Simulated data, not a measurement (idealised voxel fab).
Module name: voxel trench capacitor (process module)
Displayed cross-section: cut, width of 190 nm, square cells sized 5 nm.
Cross-section format: a grid of square cells, given as bands from top to bottom; each band is one or more rows of cells. Band entry format. Leading values: height of top, height of bottom, nm. Remainder: materials in left-to-right order, each with its width in nm. Special words: "full width" on a single material, which then fills the band edge to edge; "blank", empty space. Beneath 0, the wafer as received is one material, and that level is where height counting begins. The lowest band goes on downward without a bottom; it is written like "z 0 and below". Width: "30 to 40" (first number = top row, second number = bottom row, same change from row to row of cells). The designation "no modifications", where it is given for a processing step, indicates that no cell of the cross-section was altered in the course of that step. Heads up: "Unvented voids" only lists the empty pockets with no open path to the top that are 8 cells or more, and it writes them as width x height at distance, distance from the left edge, in nm. It should be noted that, on the line of a given step, the content following the step's settings is a remark produced by the simulator itself with respect to that step. A step's line can hold "overlay nm"; with a mask on that step, the setting says how far right of the planned place the mask lay, while a negative setting says it lay to the left.
-- This section lists the process steps that were planned
1: RECEIVE [material Si]
2: CONFORMAL_DEP [material SiN] [thk nm 10]
3: DIRECTIONAL_DEP [material aC] [thk nm 10]
4: PATTERN [tone open] [mask id TRENCH] [material resist] [width nm 30] [pitch nm 45] [thk nm 30] [overlay nm -15]
5: DIRECTIONAL_ETCH [etch materials aC] [depth nm 10]
6: STRIP [etch materials resist]
7: DIRECTIONAL_ETCH [etch materials SiN] [depth nm 10]
8: DIRECTIONAL_ETCH [etch materials Si] [depth nm 35]
9: STRIP [etch materials aC]
10: CONFORMAL_DEP [material Al2O3] [thk nm 5]
11: CONFORMAL_DEP [material TiN] [thk nm 5]
12: FILL_DEP [material W] [thk nm 5]
13: CMP [height nm 10]
Wafer-to-wafer difference: overlay nm, step 4. Common start. Plan = first wafer's value.
-- So this is the first of several wafers, cross-sectioned as it came to us, meaning it's at the end of step 1
> z 0 and below  Si full width
> Unvented voids: none
-- So in this table every wafer gets its own row, and what you see is where it stands at the end of the module: for each material, how many cells it picked up (+) or gave up (-) since we received it, and after that its closed voids
overlay nm -15 | +44 Al2O3 | -84 Si | +52 SiN | +36 TiN | +28 W | Unvented voids: none
overlay nm -10 | +44 Al2O3 | -84 Si | +52 SiN | +36 TiN | +28 W | Unvented voids: none
overlay nm -5 | +44 Al2O3 | -84 Si | +52 SiN | +36 TiN | +28 W | Unvented voids: none
overlay nm 0 | +44 Al2O3 | -84 Si | +52 SiN | +36 TiN | +28 W | Unvented voids: none
overlay nm 5 | +44 Al2O3 | -84 Si | +52 SiN | +36 TiN | +28 W | Unvented voids: none
overlay nm 10 | +44 Al2O3 | -84 Si | +52 SiN | +36 TiN | +28 W | Unvented voids: none
overlay nm 15 | +44 Al2O3 | -84 Si | +52 SiN | +36 TiN | +28 W | Unvented voids: none
